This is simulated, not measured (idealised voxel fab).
Process module, titled voxel capacitor over wiring
Each square cell in cross-section cut measures 5 nm, and the section as a whole is 225 nm wide.
Notation: cross-section as square-cell grid; stated in bands, top first, going down; one or more cell rows per band. Heights first: top, then bottom, in nm. Then materials, left to right, each with a width in nm. "edge to edge" on a single material: fills the band edge to edge. "empty": empty space. Below 0: as-received wafer, all one material; heights counted from there. Lowest band: no bottom, goes on down, written "0 and below". Think of "30 to 40" as a width that walks from the first number to the second as you go down the band, top row to bottom row, taking equal-sized steps from row to row. "same as before", as given for a step, is the statement that not any cell of the cross-section underwent a change during that step. This entry, "Fully enclosed voids", enumerates those empty regions of no fewer than 8 cells that possess no open connection to the top. Each region is reported in the form width x height at distance, the distance being taken from the left edge, with all three quantities expressed in nm. Where a step's line continues beyond its settings, the continuation is a remark by the simulator itself on that step. Each step line may optionally specify "overlay nm", which for a step with a mask gives the rightward distance between the mask's planned place and where it lay, a negative value indicating the leftward direction.
-- Planned step list for the process
- 1: op RECEIVE | material Si
- 2: op CONFORMAL_DEP | material SiO2 | thk nm 10
- 3: op DIRECTIONAL_DEP | material TiN | thk nm 5
- 4: op DIRECTIONAL_DEP | material Ru | thk nm 20
- 5: op PATTERN | tone cover | mask id METAL_1 | material resist | width nm 20 | pitch nm 80 | thk nm 15 | overlay nm 0
- 6: op DIRECTIONAL_ETCH | etch materials Ru | depth nm 20
- 7: op DIRECTIONAL_ETCH | etch materials TiN | depth nm 5
- 8: op STRIP | etch materials resist
- 9: op FILL_DEP | material lowk | thk nm 10
- 10: op CMP | height nm 35
- 11: op CONFORMAL_DEP | material SiCN | thk nm 5
- 12: op DIRECTIONAL_DEP | material lowk | thk nm 20
- 13: op DIRECTIONAL_DEP | material aC | thk nm 15
- 14: op PATTERN | tone open | mask id PLUG_1 | material resist | width nm 15 | thk nm 35 | overlay nm 0
- 15: op DIRECTIONAL_ETCH | etch materials aC | depth nm 15
- 16: op STRIP | etch materials resist
- 17: op DIRECTIONAL_ETCH | etch materials lowk | depth nm 20
- 18: op DIRECTIONAL_ETCH | etch materials SiCN | depth nm 5
- 19: op STRIP | etch materials aC
- 20: op CONFORMAL_DEP | material TiN | thk nm 5
- 21: op FILL_DEP | material W | thk nm 10
- 22: op CMP | height nm 60
- 23: op DIRECTIONAL_DEP | material TiN | thk nm 5
- 24: op DIRECTIONAL_DEP | material Al2O3 | thk nm 5
- 25: op DIRECTIONAL_DEP | material TiN | thk nm 5
- 26: op MASKED_ETCH | tone cover | mask id UPPER_PLATE | width nm 65 | etch materials TiN | depth nm 5 | overlay nm 0
- 27: op MASKED_ETCH | tone cover | mask id UPPER_PLATE | width nm 65 | etch materials Al2O3 | depth nm 5 | overlay nm 0
- 28: op DIRECTIONAL_DEP | material aC | thk nm 15
- 29: op PATTERN | tone cover | mask id LOWER_PLATE | material resist | width nm 75 | thk nm 30 | overlay nm 0
- 30: op DIRECTIONAL_ETCH | etch materials aC | depth nm 15
- 31: op STRIP | etch materials resist
- 32: op DIRECTIONAL_ETCH | etch materials TiN | depth nm 5
- 33: op STRIP | etch materials aC
- 34: op FILL_DEP | material SiO2 | thk nm 20
- 35: op CMP | height nm 90
- 36: op DIRECTIONAL_DEP | material aC | thk nm 10
- 37: op PATTERN | tone open | mask id PLUG_2 | material resist | width nm 15 | thk nm 30 | overlay nm 0
- 38: op DIRECTIONAL_ETCH | etch materials aC | depth nm 10
- 39: op STRIP | etch materials resist
- 40: op DIRECTIONAL_ETCH | etch materials SiO2 | depth nm 15
- 41: op STRIP | etch materials aC
- 42: op CONFORMAL_DEP | material TiN | thk nm 5
- 43: op FILL_DEP | material Cu | thk nm 5
- 44: op CMP | height nm 90
- 45: op CONFORMAL_DEP | material SiCN | thk nm 5
-- First of two wafers - as planned
-- Delivered wafer in cross-section: state after step 1
- 0 and below = Si edge to edge
- Fully enclosed voids: none
-- Upon completion of step 2, the wafer appears in cross-section as shown
- 10 down to 0 = SiO2 edge to edge
- Unchanged below 0.
-- Upon completion of step 3, the wafer appears in cross-section as shown
- 15 down to 10 = TiN edge to edge
- Unchanged below 10.
-- Upon completion of step 4, the wafer appears in cross-section as shown
- 35 down to 15 = Ru edge to edge
- Unchanged below 15.
-- Upon completion of step 5, the wafer appears in cross-section as shown
- 50 down to 35 = 60 nm empty, 20 nm resist, 60 nm empty, 20 nm resist, 65 nm empty
- Unchanged below 35.
-- Upon completion of step 6, the wafer appears in cross-section as shown
- 50 down to 35 = 60 nm empty, 20 nm resist, 60 nm empty, 20 nm resist, 65 nm empty
- 35 down to 15 = 60 nm empty, 20 nm Ru, 60 nm empty, 20 nm Ru, 65 nm empty
- Unchanged below 15.
-- Upon completion of step 7, the wafer appears in cross-section as shown
- 50 down to 35 = 60 nm empty, 20 nm resist, 60 nm empty, 20 nm resist, 65 nm empty
- 35 down to 15 = 60 nm empty, 20 nm Ru, 60 nm empty, 20 nm Ru, 65 nm empty
- 15 down to 10 = 60 nm empty, 20 nm TiN, 60 nm empty, 20 nm TiN, 65 nm empty
- Unchanged below 10.
-- Upon completion of step 8, the wafer appears in cross-section as shown
- 35 down to 15 = 60 nm empty, 20 nm Ru, 60 nm empty, 20 nm Ru, 65 nm empty
- Unchanged below 15.
-- Upon completion of step 9, the wafer appears in cross-section as shown
- 45 down to 35 = lowk edge to edge
- 35 down to 15 = 60 nm lowk, 20 nm Ru, 60 nm lowk, 20 nm Ru, 65 nm lowk
- 15 down to 10 = 60 nm lowk, 20 nm TiN, 60 nm lowk, 20 nm TiN, 65 nm lowk
- Unchanged below 10.
-- Upon completion of step 10, the wafer appears in cross-section as shown
- 35 down to 15 = 60 nm lowk, 20 nm Ru, 60 nm lowk, 20 nm Ru, 65 nm lowk
- Unchanged below 15.
-- Upon completion of step 11, the wafer appears in cross-section as shown
- 40 down to 35 = SiCN edge to edge
- Unchanged below 35.
-- Upon completion of step 12, the wafer appears in cross-section as shown
- 60 down to 40 = lowk edge to edge
- Unchanged below 40.
-- Upon completion of step 13, the wafer appears in cross-section as shown
- 75 down to 60 = aC edge to edge
- Unchanged below 60.
-- Upon completion of step 14, the wafer appears in cross-section as shown
- 110 down to 75 = 65 nm resist, 15 nm empty, 145 nm resist
- Unchanged below 75.
-- Upon completion of step 15, the wafer appears in cross-section as shown
- 95 down to 75 = 65 nm resist, 15 nm empty, 145 nm resist
- 75 down to 60 = 65 nm aC, 15 nm empty, 145 nm aC
- Unchanged below 60.
-- Upon completion of step 16, the wafer appears in cross-section as shown
- 75 down to 60 = 65 nm aC, 15 nm empty, 145 nm aC
- Unchanged below 60.
-- Upon completion of step 17, the wafer appears in cross-section as shown
- 75 down to 60 = 65 nm aC, 15 nm empty, 145 nm aC
- 60 down to 40 = 65 nm lowk, 15 nm empty, 145 nm lowk
- Unchanged below 40.
-- Upon completion of step 18, the wafer appears in cross-section as shown
- 75 down to 60 = 65 nm aC, 15 nm empty, 145 nm aC
- 60 down to 40 = 65 nm lowk, 15 nm empty, 145 nm lowk
- 40 down to 35 = 65 nm SiCN, 15 nm empty, 145 nm SiCN
- Unchanged below 35.
-- Upon completion of step 19, the wafer appears in cross-section as shown
- 60 down to 40 = 65 nm lowk, 15 nm empty, 145 nm lowk
- Unchanged below 40.
-- Upon completion of step 20, the wafer appears in cross-section as shown
- 65 down to 60 = 70 nm TiN, 5 nm empty, 150 nm TiN
- 60 down to 40 = 65 nm lowk, 5 nm TiN, 5 nm empty, 5 nm TiN, 145 nm lowk
- 40 down to 35 = 65 nm SiCN, 15 nm TiN, 145 nm SiCN
- Unchanged below 35.
-- Upon completion of step 21, the wafer appears in cross-section as shown
- 75 down to 65 = W edge to edge
- 65 down to 60 = 70 nm TiN, 5 nm W, 150 nm TiN
- 60 down to 40 = 65 nm lowk, 5 nm TiN, 5 nm W, 5 nm TiN, 145 nm lowk
- Unchanged below 40.
-- Upon completion of step 22, the wafer appears in cross-section as shown
- 60 down to 40 = 65 nm lowk, 5 nm TiN, 5 nm W, 5 nm TiN, 145 nm lowk
- Unchanged below 40.
-- Upon completion of step 23, the wafer appears in cross-section as shown
- 65 down to 60 = TiN edge to edge
- Unchanged below 60.
-- Upon completion of step 24, the wafer appears in cross-section as shown
- 70 down to 65 = Al2O3 edge to edge
- Unchanged below 65.
-- Upon completion of step 25, the wafer appears in cross-section as shown
- 75 down to 70 = TiN edge to edge
- Unchanged below 70.
-- Upon completion of step 26, the wafer appears in cross-section as shown
- 75 down to 70 = 65 nm empty, 65 nm TiN, 95 nm empty
- Unchanged below 70.
-- Upon completion of step 27, the wafer appears in cross-section as shown
- 75 down to 70 = 65 nm empty, 65 nm TiN, 95 nm empty
- 70 down to 65 = 65 nm empty, 65 nm Al2O3, 95 nm empty
- Unchanged below 65.
-- Upon completion of step 28, the wafer appears in cross-section as shown
- 90 down to 80 = 65 nm empty, 65 nm aC, 95 nm empty
- 80 down to 75 = aC edge to edge
- 75 down to 70 = 65 nm aC, 65 nm TiN, 95 nm aC
- 70 down to 65 = 65 nm aC, 65 nm Al2O3, 95 nm aC
- Unchanged below 65.
-- Upon completion of step 29, the wafer appears in cross-section as shown
- 120 down to 90 = 60 nm empty, 75 nm resist, 90 nm empty
- 90 down to 80 = 60 nm empty, 5 nm resist, 65 nm aC, 5 nm resist, 90 nm empty
- Unchanged below 80.
-- Upon completion of step 30, the wafer appears in cross-section as shown
- 105 down to 90 = 60 nm empty, 75 nm resist, 90 nm empty
- 90 down to 80 = 60 nm empty, 5 nm resist, 65 nm aC, 5 nm resist, 90 nm empty
- 80 down to 75 = 60 nm empty, 75 nm aC, 90 nm empty
- 75 down to 70 = 60 nm empty, 5 nm aC, 65 nm TiN, 5 nm aC, 90 nm empty
- 70 down to 65 = 60 nm empty, 5 nm aC, 65 nm Al2O3, 5 nm aC, 90 nm empty
- Unchanged below 65.
-- Upon completion of step 31, the wafer appears in cross-section as shown
- 90 down to 80 = 65 nm empty, 65 nm aC, 95 nm empty
- Unchanged below 80.
-- Upon completion of step 32, the wafer appears in cross-section as shown
- 90 down to 80 = 65 nm empty, 65 nm aC, 95 nm empty
- 80 down to 75 = 60 nm empty, 75 nm aC, 90 nm empty
- 75 down to 70 = 60 nm empty, 5 nm aC, 65 nm TiN, 5 nm aC, 90 nm empty
- 70 down to 65 = 60 nm empty, 5 nm aC, 65 nm Al2O3, 5 nm aC, 90 nm empty
- 65 down to 60 = 60 nm empty, 75 nm TiN, 90 nm empty
- Unchanged below 60.
-- Upon completion of step 33, the wafer appears in cross-section as shown
- 75 down to 70 = 65 nm empty, 65 nm TiN, 95 nm empty
- 70 down to 65 = 65 nm empty, 65 nm Al2O3, 95 nm empty
- Unchanged below 65.
-- Upon completion of step 34, the wafer appears in cross-section as shown
- 95 down to 75 = SiO2 edge to edge
- 75 down to 70 = 65 nm SiO2, 65 nm TiN, 95 nm SiO2
- 70 down to 65 = 65 nm SiO2, 65 nm Al2O3, 95 nm SiO2
- 65 down to 60 = 60 nm SiO2, 75 nm TiN, 90 nm SiO2
- Unchanged below 60.
-- Upon completion of step 35, the wafer appears in cross-section as shown
- 90 down to 75 = SiO2 edge to edge
- Unchanged below 75.
-- Upon completion of step 36, the wafer appears in cross-section as shown
- 100 down to 90 = aC edge to edge
- Unchanged below 90.
-- Upon completion of step 37, the wafer appears in cross-section as shown
- 130 down to 100 = 75 nm resist, 15 nm empty, 135 nm resist
- Unchanged below 100.
-- Upon completion of step 38, the wafer appears in cross-section as shown
- 120 down to 100 = 75 nm resist, 15 nm empty, 135 nm resist
- 100 down to 90 = 75 nm aC, 15 nm empty, 135 nm aC
- Unchanged below 90.
-- Upon completion of step 39, the wafer appears in cross-section as shown
- 100 down to 90 = 75 nm aC, 15 nm empty, 135 nm aC
- Unchanged below 90.
-- Upon completion of step 40, the wafer appears in cross-section as shown
- 100 down to 90 = 75 nm aC, 15 nm empty, 135 nm aC
- 90 down to 75 = 75 nm SiO2, 15 nm empty, 135 nm SiO2
- Unchanged below 75.
-- Upon completion of step 41, the wafer appears in cross-section as shown
- 90 down to 75 = 75 nm SiO2, 15 nm empty, 135 nm SiO2
- Unchanged below 75.
-- Upon completion of step 42, the wafer appears in cross-section as shown
- 95 down to 90 = 80 nm TiN, 5 nm empty, 140 nm TiN
- 90 down to 80 = 75 nm SiO2, 5 nm TiN, 5 nm empty, 5 nm TiN, 135 nm SiO2
- 80 down to 70 = 75 to 65 nm SiO2, 15 to 65 nm TiN, 135 to 95 nm SiO2
- Unchanged below 70.
-- Upon completion of step 43, the wafer appears in cross-section as shown
- 100 down to 95 = Cu edge to edge
- 95 down to 90 = 80 nm TiN, 5 nm Cu, 140 nm TiN
- 90 down to 80 = 75 nm SiO2, 5 nm TiN, 5 nm Cu, 5 nm TiN, 135 nm SiO2
- Unchanged below 80.
-- Upon completion of step 44, the wafer appears in cross-section as shown
- 90 down to 80 = 75 nm SiO2, 5 nm TiN, 5 nm Cu, 5 nm TiN, 135 nm SiO2
- Unchanged below 80.
-- Upon completion of step 45, the wafer appears in cross-section as shown
- 95 down to 90 = SiCN edge to edge
- Unchanged below 90.
-- What follows concerns the second wafer, which started out like the first and was meant to follow the very same plan; one mistake crept in when it was run, but everything up to and including step 4 is the same as for the first wafer
-- Here is the second wafer in cross-section at the point where step 5 of the plan should have been done
- 50 down to 35 = 70 nm empty, 20 nm resist, 60 nm empty, 20 nm resist, 55 nm empty
- Unchanged below 35.
-- Here is the second wafer in cross-section at the point where step 6 of the plan should have been done
- 50 down to 35 = 70 nm empty, 20 nm resist, 60 nm empty, 20 nm resist, 55 nm empty
- 35 down to 15 = 70 nm empty, 20 nm Ru, 60 nm empty, 20 nm Ru, 55 nm empty
- Unchanged below 15.
-- Here is the second wafer in cross-section at the point where step 7 of the plan should have been done
- 50 down to 35 = 70 nm empty, 20 nm resist, 60 nm empty, 20 nm resist, 55 nm empty
- 35 down to 15 = 70 nm empty, 20 nm Ru, 60 nm empty, 20 nm Ru, 55 nm empty
- 15 down to 10 = 70 nm empty, 20 nm TiN, 60 nm empty, 20 nm TiN, 55 nm empty
- Unchanged below 10.
-- Here is the second wafer in cross-section at the point where step 8 of the plan should have been done
- 35 down to 15 = 70 nm empty, 20 nm Ru, 60 nm empty, 20 nm Ru, 55 nm empty
- Unchanged below 15.
-- Here is the second wafer in cross-section at the point where step 9 of the plan should have been done
- 45 down to 35 = lowk edge to edge
- 35 down to 15 = 70 nm lowk, 20 nm Ru, 60 nm lowk, 20 nm Ru, 55 nm lowk
- 15 down to 10 = 70 nm lowk, 20 nm TiN, 60 nm lowk, 20 nm TiN, 55 nm lowk
- Unchanged below 10.
-- Here is the second wafer in cross-section at the point where step 10 of the plan should have been done
- 35 down to 15 = 70 nm lowk, 20 nm Ru, 60 nm lowk, 20 nm Ru, 55 nm lowk
- Unchanged below 15.
-- Here is the second wafer in cross-section at the point where step 11 of the plan should have been done
- 40 down to 35 = SiCN edge to edge
- Unchanged below 35.
-- Here is the second wafer in cross-section at the point where step 12 of the plan should have been done
- 60 down to 40 = lowk edge to edge
- Unchanged below 40.
-- Here is the second wafer in cross-section at the point where step 13 of the plan should have been done
- 75 down to 60 = aC edge to edge
- Unchanged below 60.
-- Here is the second wafer in cross-section at the point where step 14 of the plan should have been done
- 110 down to 75 = 65 nm resist, 15 nm empty, 145 nm resist
- Unchanged below 75.
-- Here is the second wafer in cross-section at the point where step 15 of the plan should have been done
- 95 down to 75 = 65 nm resist, 15 nm empty, 145 nm resist
- 75 down to 60 = 65 nm aC, 15 nm empty, 145 nm aC
- Unchanged below 60.
-- Here is the second wafer in cross-section at the point where step 16 of the plan should have been done
- 75 down to 60 = 65 nm aC, 15 nm empty, 145 nm aC
- Unchanged below 60.
-- Here is the second wafer in cross-section at the point where step 17 of the plan should have been done
- 75 down to 60 = 65 nm aC, 15 nm empty, 145 nm aC
- 60 down to 40 = 65 nm lowk, 15 nm empty, 145 nm lowk
- Unchanged below 40.
-- Here is the second wafer in cross-section at the point where step 18 of the plan should have been done
- 75 down to 60 = 65 nm aC, 15 nm empty, 145 nm aC
- 60 down to 40 = 65 nm lowk, 15 nm empty, 145 nm lowk
- 40 down to 35 = 65 nm SiCN, 15 nm empty, 145 nm SiCN
- Unchanged below 35.
-- Here is the second wafer in cross-section at the point where step 19 of the plan should have been done
- 60 down to 40 = 65 nm lowk, 15 nm empty, 145 nm lowk
- Unchanged below 40.
-- Here is the second wafer in cross-section at the point where step 20 of the plan should have been done
- 65 down to 60 = 70 nm TiN, 5 nm empty, 150 nm TiN
- 60 down to 40 = 65 nm lowk, 5 nm TiN, 5 nm empty, 5 nm TiN, 145 nm lowk
- 40 down to 35 = 65 nm SiCN, 15 nm TiN, 145 nm SiCN
- Unchanged below 35.
-- Here is the second wafer in cross-section at the point where step 21 of the plan should have been done
- 75 down to 65 = W edge to edge
- 65 down to 60 = 70 nm TiN, 5 nm W, 150 nm TiN
- 60 down to 40 = 65 nm lowk, 5 nm TiN, 5 nm W, 5 nm TiN, 145 nm lowk
- Unchanged below 40.
-- Here is the second wafer in cross-section at the point where step 22 of the plan should have been done
- 60 down to 40 = 65 nm lowk, 5 nm TiN, 5 nm W, 5 nm TiN, 145 nm lowk
- Unchanged below 40.
-- Here is the second wafer in cross-section at the point where step 23 of the plan should have been done
- 65 down to 60 = TiN edge to edge
- Unchanged below 60.
-- Here is the second wafer in cross-section at the point where step 24 of the plan should have been done
- 70 down to 65 = Al2O3 edge to edge
- Unchanged below 65.
-- Here is the second wafer in cross-section at the point where step 25 of the plan should have been done
- 75 down to 70 = TiN edge to edge
- Unchanged below 70.
-- Here is the second wafer in cross-section at the point where step 26 of the plan should have been done
- 75 down to 70 = 65 nm empty, 65 nm TiN, 95 nm empty
- Unchanged below 70.
-- Here is the second wafer in cross-section at the point where step 27 of the plan should have been done
- 75 down to 70 = 65 nm empty, 65 nm TiN, 95 nm empty
- 70 down to 65 = 65 nm empty, 65 nm Al2O3, 95 nm empty
- Unchanged below 65.
-- Here is the second wafer in cross-section at the point where step 28 of the plan should have been done
- 90 down to 80 = 65 nm empty, 65 nm aC, 95 nm empty
- 80 down to 75 = aC edge to edge
- 75 down to 70 = 65 nm aC, 65 nm TiN, 95 nm aC
- 70 down to 65 = 65 nm aC, 65 nm Al2O3, 95 nm aC
- Unchanged below 65.
-- Here is the second wafer in cross-section at the point where step 29 of the plan should have been done
- 120 down to 90 = 60 nm empty, 75 nm resist, 90 nm empty
- 90 down to 80 = 60 nm empty, 5 nm resist, 65 nm aC, 5 nm resist, 90 nm empty
- Unchanged below 80.
-- Here is the second wafer in cross-section at the point where step 30 of the plan should have been done
- 105 down to 90 = 60 nm empty, 75 nm resist, 90 nm empty
- 90 down to 80 = 60 nm empty, 5 nm resist, 65 nm aC, 5 nm resist, 90 nm empty
- 80 down to 75 = 60 nm empty, 75 nm aC, 90 nm empty
- 75 down to 70 = 60 nm empty, 5 nm aC, 65 nm TiN, 5 nm aC, 90 nm empty
- 70 down to 65 = 60 nm empty, 5 nm aC, 65 nm Al2O3, 5 nm aC, 90 nm empty
- Unchanged below 65.
-- Here is the second wafer in cross-section at the point where step 31 of the plan should have been done
- 90 down to 80 = 65 nm empty, 65 nm aC, 95 nm empty
- Unchanged below 80.
-- Here is the second wafer in cross-section at the point where step 32 of the plan should have been done
- 90 down to 80 = 65 nm empty, 65 nm aC, 95 nm empty
- 80 down to 75 = 60 nm empty, 75 nm aC, 90 nm empty
- 75 down to 70 = 60 nm empty, 5 nm aC, 65 nm TiN, 5 nm aC, 90 nm empty
- 70 down to 65 = 60 nm empty, 5 nm aC, 65 nm Al2O3, 5 nm aC, 90 nm empty
- 65 down to 60 = 60 nm empty, 75 nm TiN, 90 nm empty
- Unchanged below 60.
-- Here is the second wafer in cross-section at the point where step 33 of the plan should have been done
- 75 down to 70 = 65 nm empty, 65 nm TiN, 95 nm empty
- 70 down to 65 = 65 nm empty, 65 nm Al2O3, 95 nm empty
- Unchanged below 65.
-- Here is the second wafer in cross-section at the point where step 34 of the plan should have been done
- 95 down to 75 = SiO2 edge to edge
- 75 down to 70 = 65 nm SiO2, 65 nm TiN, 95 nm SiO2
- 70 down to 65 = 65 nm SiO2, 65 nm Al2O3, 95 nm SiO2
- 65 down to 60 = 60 nm SiO2, 75 nm TiN, 90 nm SiO2
- Unchanged below 60.
-- Here is the second wafer in cross-section at the point where step 35 of the plan should have been done
- 90 down to 75 = SiO2 edge to edge
- Unchanged below 75.
-- Here is the second wafer in cross-section at the point where step 36 of the plan should have been done
- 100 down to 90 = aC edge to edge
- Unchanged below 90.
-- Here is the second wafer in cross-section at the point where step 37 of the plan should have been done
- 130 down to 100 = 75 nm resist, 15 nm empty, 135 nm resist
- Unchanged below 100.
-- Here is the second wafer in cross-section at the point where step 38 of the plan should have been done
- 120 down to 100 = 75 nm resist, 15 nm empty, 135 nm resist
- 100 down to 90 = 75 nm aC, 15 nm empty, 135 nm aC
- Unchanged below 90.
-- Here is the second wafer in cross-section at the point where step 39 of the plan should have been done
- 100 down to 90 = 75 nm aC, 15 nm empty, 135 nm aC
- Unchanged below 90.
-- Here is the second wafer in cross-section at the point where step 40 of the plan should have been done
- 100 down to 90 = 75 nm aC, 15 nm empty, 135 nm aC
- 90 down to 75 = 75 nm SiO2, 15 nm empty, 135 nm SiO2
- Unchanged below 75.
-- Here is the second wafer in cross-section at the point where step 41 of the plan should have been done
- 90 down to 75 = 75 nm SiO2, 15 nm empty, 135 nm SiO2
- Unchanged below 75.
-- Here is the second wafer in cross-section at the point where step 42 of the plan should have been done
- 95 down to 90 = 80 nm TiN, 5 nm empty, 140 nm TiN
- 90 down to 80 = 75 nm SiO2, 5 nm TiN, 5 nm empty, 5 nm TiN, 135 nm SiO2
- 80 down to 70 = 75 to 65 nm SiO2, 15 to 65 nm TiN, 135 to 95 nm SiO2
- Unchanged below 70.
-- Here is the second wafer in cross-section at the point where step 43 of the plan should have been done
- 100 down to 95 = Cu edge to edge
- 95 down to 90 = 80 nm TiN, 5 nm Cu, 140 nm TiN
- 90 down to 80 = 75 nm SiO2, 5 nm TiN, 5 nm Cu, 5 nm TiN, 135 nm SiO2
- Unchanged below 80.
-- Here is the second wafer in cross-section at the point where step 44 of the plan should have been done
- 90 down to 80 = 75 nm SiO2, 5 nm TiN, 5 nm Cu, 5 nm TiN, 135 nm SiO2
- Unchanged below 80.
-- Here is the second wafer in cross-section at the point where step 45 of the plan should have been done
- 95 down to 90 = SiCN edge to edge
- Unchanged below 90.
Error vs. plan: not per plan at step 5, really ran op PATTERN | tone cover | mask id METAL_1 | material resist | width nm 20 | pitch nm 80 | thk nm 15 | overlay nm 10
At the end, each material covers as many cells on the second wafer as it does on the first, though the cells it covers are elsewhere.
